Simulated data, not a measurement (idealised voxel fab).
Process module name: voxel wiring stack
The width of the displayed cross-section, cut, is 170 nm; its cells are square, with a size of 5 nm.
Just so we're on the same page, the cross-sections are grids of square cells, and they're listed out in bands top to bottom, each band one or more rows deep.
The entry gives the band's vertical extent as a top height and a bottom height in nm, then its horizontal make-up as materials from left to right, each with a width in nm. "air" stands for empty space; a single material marked "edge to edge" fills the band edge to edge.
Height 0 is the level under which the wafer as received is all one material. The lowest band goes on downwards, as in "0 down".
Width "30 to 40": first value at the band's top row of cells, second value at its bottom row, equal change from row to row.
Any step labelled "stayed the same" changed none of the cells in the cross-section.
Heads up: "Enclosed void listing" only lists the empty pockets with no open path to the top that are 8 cells or more, and it writes them as width x height at distance, distance from the left edge, in nm.
On each step's line, the part that comes after the settings is the simulator's own comment on the step.
The line of a step may include "overlay nm". On a step with a mask, this value is how far to the right of its planned place the mask lay. A negative value means the mask lay to the left.
PLAN
1 RECEIVE with material Si
2 CONFORMAL_DEP with material SiO2, thk nm 15
3 DIRECTIONAL_DEP with material TiN, thk nm 5
4 DIRECTIONAL_DEP with material Ru, thk nm 15
5 PATTERN with tone cover, mask id METAL_1, material resist, width nm 25, pitch nm 40, thk nm 15, overlay nm 0
6 DIRECTIONAL_ETCH with etch materials Ru, depth nm 15
7 DIRECTIONAL_ETCH with etch materials TiN, depth nm 5
8 STRIP with etch materials resist
9 CONFORMAL_DEP with material SiCN, thk nm 5
10 FILL_DEP with material lowk, thk nm 10
11 CMP with height nm 35
12 CONFORMAL_DEP with material SiCN, thk nm 5
13 DIRECTIONAL_DEP with material lowk, thk nm 10
14 PATTERN with tone open, mask id PLUG_1, material resist, width nm 15, thk nm 20, overlay nm 0
15 DIRECTIONAL_ETCH with etch materials lowk, depth nm 10
16 DIRECTIONAL_ETCH with etch materials SiCN, depth nm 5
17 STRIP with etch materials resist
18 CONFORMAL_DEP with material TiN, thk nm 5
19 FILL_DEP with material W, thk nm 10
20 CMP with height nm 50
21 DIRECTIONAL_DEP with material TiN, thk nm 5
22 DIRECTIONAL_DEP with material Ru, thk nm 25
23 DIRECTIONAL_DEP with material aC, thk nm 15
24 PATTERN with tone cover, mask id METAL_2, material resist, width nm 25, pitch nm 40, thk nm 30, overlay nm 0
25 DIRECTIONAL_ETCH with etch materials aC, depth nm 15
26 STRIP with etch materials resist
27 DIRECTIONAL_ETCH with etch materials Ru, depth nm 25
28 DIRECTIONAL_ETCH with etch materials TiN, depth nm 5
29 STRIP with etch materials aC
30 FILL_DEP with material lowk, thk nm 5
31 CMP with height nm 80
32 CONFORMAL_DEP with material SiCN, thk nm 5
33 DIRECTIONAL_DEP with material SiO2, thk nm 25
34 PATTERN with tone open, mask id METAL_3_HOLES, material resist, width nm 15, thk nm 15, overlay nm 0
35 DIRECTIONAL_ETCH with etch materials SiO2, depth nm 25
36 STRIP with etch materials resist
37 PATTERN with tone open, mask id METAL_3, material resist, width nm 25, pitch nm 40, thk nm 15, overlay nm 0
38 DIRECTIONAL_ETCH with etch materials SiO2, depth nm 15
39 DIRECTIONAL_ETCH with etch materials SiCN, depth nm 5
40 STRIP with etch materials resist
41 CONFORMAL_DEP with material TiN, thk nm 5
42 FILL_DEP with material Cu, thk nm 10
43 CMP with height nm 110
44 CONFORMAL_DEP with material SiN, thk nm 5
STEP 1 COMPLETE: CROSS-SECTION OF THE WAFER AS RECEIVED
- 0 down | Si edge to edge
- Enclosed void listing: none
FIRST WAFER AT THE END, AS PLANNED
- 115 to 110 | SiN edge to edge
- 110 to 100 | SiO2 (50) / TiN (5) / Cu (15) / TiN (5) / SiO2 (15) / TiN (5) / Cu (15) / TiN (5) / SiO2 (55)
- 100 to 95 | SiO2 (50) / TiN (5) / Cu (5) / TiN (15) / SiO2 (15) / TiN (25) / SiO2 (55)
- 95 to 85 | SiO2 (50) / TiN (5) / Cu (5) / TiN (5) / SiO2 (105)
- 85 to 80 | SiCN (50) / TiN (15) / SiCN (105)
- 80 to 55 | lowk (50) / Ru (25) / lowk (15) / Ru (25) / lowk (55)
- 55 to 50 | lowk (50) / TiN (25) / lowk (15) / TiN (25) / lowk (55)
- 50 to 40 | lowk (50) / TiN (5) / W (5) / TiN (5) / lowk (105)
- 40 to 35 | SiCN (50) / TiN (15) / SiCN (105)
- 35 to 20 | lowk (45) / SiCN (5) / Ru (25) / SiCN (5) / lowk (5) / SiCN (5) / Ru (25) / SiCN (5) / lowk (50)
- 20 to 15 | SiCN (50) / TiN (25) / SiCN (15) / TiN (25) / SiCN (55)
- 15 to 0 | SiO2 edge to edge
- 0 down | Si edge to edge
- Enclosed void listing: none
CROSS-SECTION, SECOND WAFER: SAME START AS THE FIRST, SAME PLAN AS THE FIRST, ONE MISTAKE IN RUNNING IT; TAKEN AT THE END OF THE MODULE
- 115 to 110 | SiN edge to edge
- 110 to 100 | SiO2 (50) / TiN (5) / Cu (15) / TiN (5) / SiO2 (15) / TiN (5) / Cu (15) / TiN (5) / SiO2 (55)
- 100 to 95 | SiO2 (50) / TiN (5) / Cu (5) / TiN (15) / SiO2 (15) / TiN (25) / SiO2 (55)
- 95 to 85 | SiO2 (50) / TiN (5) / Cu (5) / TiN (5) / SiO2 (105)
- 85 to 80 | SiCN (50) / TiN (15) / SiCN (105)
- 80 to 70 | lowk (50) / Ru (25) / lowk (15) / Ru (25) / lowk (55)
- 70 to 65 | lowk (50) / TiN (25) / lowk (15) / TiN (25) / lowk (55)
- 65 to 55 | W edge to edge
- 55 to 50 | TiN (55) / W (5) / TiN (110)
- 50 to 40 | lowk (50) / TiN (5) / W (5) / TiN (5) / lowk (105)
- 40 to 35 | SiCN (50) / TiN (15) / SiCN (105)
- 35 to 20 | lowk (45) / SiCN (5) / Ru (25) / SiCN (5) / lowk (5) / SiCN (5) / Ru (25) / SiCN (5) / lowk (50)
- 20 to 15 | SiCN (50) / TiN (25) / SiCN (15) / TiN (25) / SiCN (55)
- 15 to 0 | SiO2 edge to edge
- 0 down | Si edge to edge
- Enclosed void listing: none
Nonconformance to the process plan: step 20 was dropped from the plan's execution and never run
Counted in cells at the end, the second wafer holds more or fewer of these materials than the first: -30 Ru, +33 TiN, +69 W, -72 lowk
